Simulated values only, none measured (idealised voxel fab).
The following process module bears the name voxel self aligned vias.
FYI the section here is cut, 250 nm wide, cells are 5 nm squares.
In this document a cross-section is written as a grid of square cells. It is given as a series of bands, listed from the top down, and a band is one or more rows of cells. First you get the band's top height and its bottom height, in nm, and then the materials it's made of, left to right, with each width in nm. If you see a single material with "all across", that one covers the band edge to edge. "blank" is empty space. It should be noted that heights are counted from 0, beneath which the wafer as supplied is of one material throughout, and that the lowest band possesses no lower boundary but continues downward, as written in "0 and below". A width given as "30..40" starts at the first number in the band's top row and ends at the second number in its bottom row, shifting by an equal amount at every step from row to row. "no modifications" means the step left every cell of the cross-section as it was. Basically, "Closed void listing" tells you about the enclosed voids: empty spaces with no open way to the top, 8 cells or bigger, each written width x height at distance, where distance is from the left edge, all in nm. The remark found on a step's line after its settings is issued by the simulator itself and pertains to that step. Among the settings permitted on a step's line is "overlay nm"; applied to a step with a mask, it specifies the extent to which the mask lay to the right of its planned position, whereas a negative figure signifies a position to the left.

# So here's the lineup of process steps we planned
1) op RECEIVE | material Si
2) op CONFORMAL_DEP | material SiO2 | thk nm 10
3) op CONFORMAL_DEP | material SiCN | thk nm 5
4) op DIRECTIONAL_DEP | material SiO2 | thk nm 20
5) op PATTERN | tone open | mask id LINES | material resist | width nm 30 | pitch nm 55 | thk nm 15 | overlay nm 0
6) op DIRECTIONAL_ETCH | etch materials SiO2 | depth nm 20
7) op STRIP | etch materials resist
8) op CONFORMAL_DEP | material TiN | thk nm 5
9) op FILL_DEP | material Ru | thk nm 5
10) op CMP | height nm 35
11) op SELECTIVE_ETCH | etch materials W Ru TiN | depth nm 5
12) op FILL_DEP | material SiN | thk nm 10
13) op CMP | height nm 35
14) op DIRECTIONAL_DEP | material SiO2 | thk nm 20
15) op MASKED_ETCH | tone open | mask id VIAS | width nm 40 | pitch nm 55 | etch materials SiO2 | depth nm 20 | overlay nm 0
16) op MASKED_ETCH | tone open | mask id VIAS | width nm 40 | pitch nm 55 | etch materials SiN | depth nm 5 | overlay nm 0
17) op CONFORMAL_DEP | material TiN | thk nm 5
18) op FILL_DEP | material Ru | thk nm 10
19) op CMP | height nm 55
20) op CONFORMAL_DEP | material SiCN | thk nm 5

# First wafer of two (run as planned)

# Wafer cross-section on receipt, i.e. after step 1
- 0 and below  Si all across
- Closed void listing: none

# Cross-section of the wafer subsequent to step 2
- 10 down to 0  SiO2 all across
- Lower than 0, everything is as it was.

# Cross-section of the wafer subsequent to step 3
- 15 down to 10  SiCN all across
- Lower than 10, everything is as it was.

# Cross-section of the wafer subsequent to step 4
- 35 down to 15  SiO2 all across
- Lower than 15, everything is as it was.

# Cross-section of the wafer subsequent to step 5
- 50 down to 35  resist (55) / blank (30) / resist (25) / blank (30) / resist (25) / blank (30) / resist (55)
- Lower than 35, everything is as it was.

# Cross-section of the wafer subsequent to step 6
- 50 down to 35  resist (55) / blank (30) / resist (25) / blank (30) / resist (25) / blank (30) / resist (55)
- 35 down to 15  SiO2 (55) / blank (30) / SiO2 (25) / blank (30) / SiO2 (25) / blank (30) / SiO2 (55)
- Lower than 15, everything is as it was.

# Cross-section of the wafer subsequent to step 7
- 35 down to 15  SiO2 (55) / blank (30) / SiO2 (25) / blank (30) / SiO2 (25) / blank (30) / SiO2 (55)
- Lower than 15, everything is as it was.

# Cross-section of the wafer subsequent to step 8
- 40 down to 35  TiN (60) / blank (20) / TiN (35) / blank (20) / TiN (35) / blank (20) / TiN (60)
- 35 down to 20  SiO2 (55) / TiN (5) / blank (20) / TiN (5) / SiO2 (25) / TiN (5) / blank (20) / TiN (5) / SiO2 (25) / TiN (5) / blank (20) / TiN (5) / SiO2 (55)
- 20 down to 15  SiO2 (55) / TiN (30) / SiO2 (25) / TiN (30) / SiO2 (25) / TiN (30) / SiO2 (55)
- Lower than 15, everything is as it was.

# Cross-section of the wafer subsequent to step 9
- 45 down to 40  Ru all across
- 40 down to 35  TiN (60) / Ru (20) / TiN (35) / Ru (20) / TiN (35) / Ru (20) / TiN (60)
- 35 down to 20  SiO2 (55) / TiN (5) / Ru (20) / TiN (5) / SiO2 (25) / TiN (5) / Ru (20) / TiN (5) / SiO2 (25) / TiN (5) / Ru (20) / TiN (5) / SiO2 (55)
- Lower than 20, everything is as it was.

# Cross-section of the wafer subsequent to step 10
- 35 down to 20  SiO2 (55) / TiN (5) / Ru (20) / TiN (5) / SiO2 (25) / TiN (5) / Ru (20) / TiN (5) / SiO2 (25) / TiN (5) / Ru (20) / TiN (5) / SiO2 (55)
- Lower than 20, everything is as it was.

# Cross-section of the wafer subsequent to step 11
- 35 down to 30  SiO2 (55) / blank (30) / SiO2 (25) / blank (30) / SiO2 (25) / blank (30) / SiO2 (55)
- Lower than 30, everything is as it was.

# Cross-section of the wafer subsequent to step 12
- 45 down to 35  SiN all across
- 35 down to 30  SiO2 (55) / SiN (30) / SiO2 (25) / SiN (30) / SiO2 (25) / SiN (30) / SiO2 (55)
- Lower than 30, everything is as it was.

# Cross-section of the wafer subsequent to step 13
- 35 down to 30  SiO2 (55) / SiN (30) / SiO2 (25) / SiN (30) / SiO2 (25) / SiN (30) / SiO2 (55)
- Lower than 30, everything is as it was.

# Cross-section of the wafer subsequent to step 14
- 55 down to 35  SiO2 all across
- Lower than 35, everything is as it was.

# Cross-section of the wafer subsequent to step 15
- 55 down to 35  SiO2 (50) / blank (40) / SiO2 (15) / blank (40) / SiO2 (15) / blank (40) / SiO2 (50)
- Lower than 35, everything is as it was.

# Cross-section of the wafer subsequent to step 16
- 55 down to 35  SiO2 (50) / blank (40) / SiO2 (15) / blank (40) / SiO2 (15) / blank (40) / SiO2 (50)
- 35 down to 30  SiO2 (55) / blank (30) / SiO2 (25) / blank (30) / SiO2 (25) / blank (30) / SiO2 (55)
- Lower than 30, everything is as it was.

# Cross-section of the wafer subsequent to step 17
- 60 down to 55  TiN (55) / blank (30) / TiN (25) / blank (30) / TiN (25) / blank (30) / TiN (55)
- 55 down to 40  SiO2 (50) / TiN (5) / blank (30) / TiN (5) / SiO2 (15) / TiN (5) / blank (30) / TiN (5) / SiO2 (15) / TiN (5) / blank (30) / TiN (5) / SiO2 (50)
- 40 down to 35  SiO2 (50) / TiN (10) / blank (20) / TiN (10) / SiO2 (15) / TiN (10) / blank (20) / TiN (10) / SiO2 (15) / TiN (10) / blank (20) / TiN (10) / SiO2 (50)
- 35 down to 30  SiO2 (55) / TiN (30) / SiO2 (25) / TiN (30) / SiO2 (25) / TiN (30) / SiO2 (55)
- Lower than 30, everything is as it was.

# Cross-section of the wafer subsequent to step 18
- 70 down to 60  Ru all across
- 60 down to 55  TiN (55) / Ru (30) / TiN (25) / Ru (30) / TiN (25) / Ru (30) / TiN (55)
- 55 down to 40  SiO2 (50) / TiN (5) / Ru (30) / TiN (5) / SiO2 (15) / TiN (5) / Ru (30) / TiN (5) / SiO2 (15) / TiN (5) / Ru (30) / TiN (5) / SiO2 (50)
- 40 down to 35  SiO2 (50) / TiN (10) / Ru (20) / TiN (10) / SiO2 (15) / TiN (10) / Ru (20) / TiN (10) / SiO2 (15) / TiN (10) / Ru (20) / TiN (10) / SiO2 (50)
- Lower than 35, everything is as it was.

# Cross-section of the wafer subsequent to step 19
- 55 down to 40  SiO2 (50) / TiN (5) / Ru (30) / TiN (5) / SiO2 (15) / TiN (5) / Ru (30) / TiN (5) / SiO2 (15) / TiN (5) / Ru (30) / TiN (5) / SiO2 (50)
- Lower than 40, everything is as it was.

# Cross-section of the wafer subsequent to step 20
- 60 down to 55  SiCN all across
- Lower than 55, everything is as it was.

# Second wafer, same starting state and plan as the first, one mistake in the run, identical through step 3

# Second wafer, sectioned view, at step 4's planned end time
- 35 down to 15  SiN all across
- Lower than 15, everything is as it was.

# Second wafer, sectioned view, at step 5's planned end time
- 50 down to 35  resist (55) / blank (30) / resist (25) / blank (30) / resist (25) / blank (30) / resist (55)
- Lower than 35, everything is as it was.

Second wafer, sectioned view, at step 6's planned end time: no modifications

# Second wafer, sectioned view, at step 7's planned end time
- 35 down to 15  SiN all across
- Lower than 15, everything is as it was.

# Second wafer, sectioned view, at step 8's planned end time
- 40 down to 35  TiN all across
- Lower than 35, everything is as it was.

# Second wafer, sectioned view, at step 9's planned end time
- 45 down to 40  Ru all across
- Lower than 40, everything is as it was.

# Second wafer, sectioned view, at step 10's planned end time
- 35 down to 15  SiN all across
- Lower than 15, everything is as it was.

Second wafer, sectioned view, at step 11's planned end time: no modifications

# Second wafer, sectioned view, at step 12's planned end time
- 45 down to 15  SiN all across
- Lower than 15, everything is as it was.

# Second wafer, sectioned view, at step 13's planned end time
- 35 down to 15  SiN all across
- Lower than 15, everything is as it was.

# Second wafer, sectioned view, at step 14's planned end time
- 55 down to 35  SiO2 all across
- Lower than 35, everything is as it was.

# Second wafer, sectioned view, at step 15's planned end time
- 55 down to 35  SiO2 (50) / blank (40) / SiO2 (15) / blank (40) / SiO2 (15) / blank (40) / SiO2 (50)
- Lower than 35, everything is as it was.

# Second wafer, sectioned view, at step 16's planned end time
- 55 down to 35  SiO2 (50) / blank (40) / SiO2 (15) / blank (40) / SiO2 (15) / blank (40) / SiO2 (50)
- 35 down to 30  SiN (50) / blank (40) / SiN (15) / blank (40) / SiN (15) / blank (40) / SiN (50)
- Lower than 30, everything is as it was.

# Second wafer, sectioned view, at step 17's planned end time
- 60 down to 55  TiN (55) / blank (30) / TiN (25) / blank (30) / TiN (25) / blank (30) / TiN (55)
- 55 down to 35  SiO2 (50) / TiN (5) / blank (30) / TiN (5) / SiO2 (15) / TiN (5) / blank (30) / TiN (5) / SiO2 (15) / TiN (5) / blank (30) / TiN (5) / SiO2 (50)
- 35 down to 30  SiN (50) / TiN (40) / SiN (15) / TiN (40) / SiN (15) / TiN (40) / SiN (50)
- Lower than 30, everything is as it was.

# Second wafer, sectioned view, at step 18's planned end time
- 70 down to 60  Ru all across
- 60 down to 55  TiN (55) / Ru (30) / TiN (25) / Ru (30) / TiN (25) / Ru (30) / TiN (55)
- 55 down to 35  SiO2 (50) / TiN (5) / Ru (30) / TiN (5) / SiO2 (15) / TiN (5) / Ru (30) / TiN (5) / SiO2 (15) / TiN (5) / Ru (30) / TiN (5) / SiO2 (50)
- Lower than 35, everything is as it was.

# Second wafer, sectioned view, at step 19's planned end time
- 55 down to 35  SiO2 (50) / TiN (5) / Ru (30) / TiN (5) / SiO2 (15) / TiN (5) / Ru (30) / TiN (5) / SiO2 (15) / TiN (5) / Ru (30) / TiN (5) / SiO2 (50)
- Lower than 35, everything is as it was.

# Second wafer, sectioned view, at step 20's planned end time
- 60 down to 55  SiCN all across
- Lower than 55, everything is as it was.
The plan and the run diverged here: so step 4 ended up running with a different setting than we planned, it ran as op DIRECTIONAL_DEP | material SiN | thk nm 20
Cell-count delta at end, second wafer over first, by material: 18 fewer of Ru, 176 more of SiN, 128 fewer of SiO2, 30 fewer of TiN
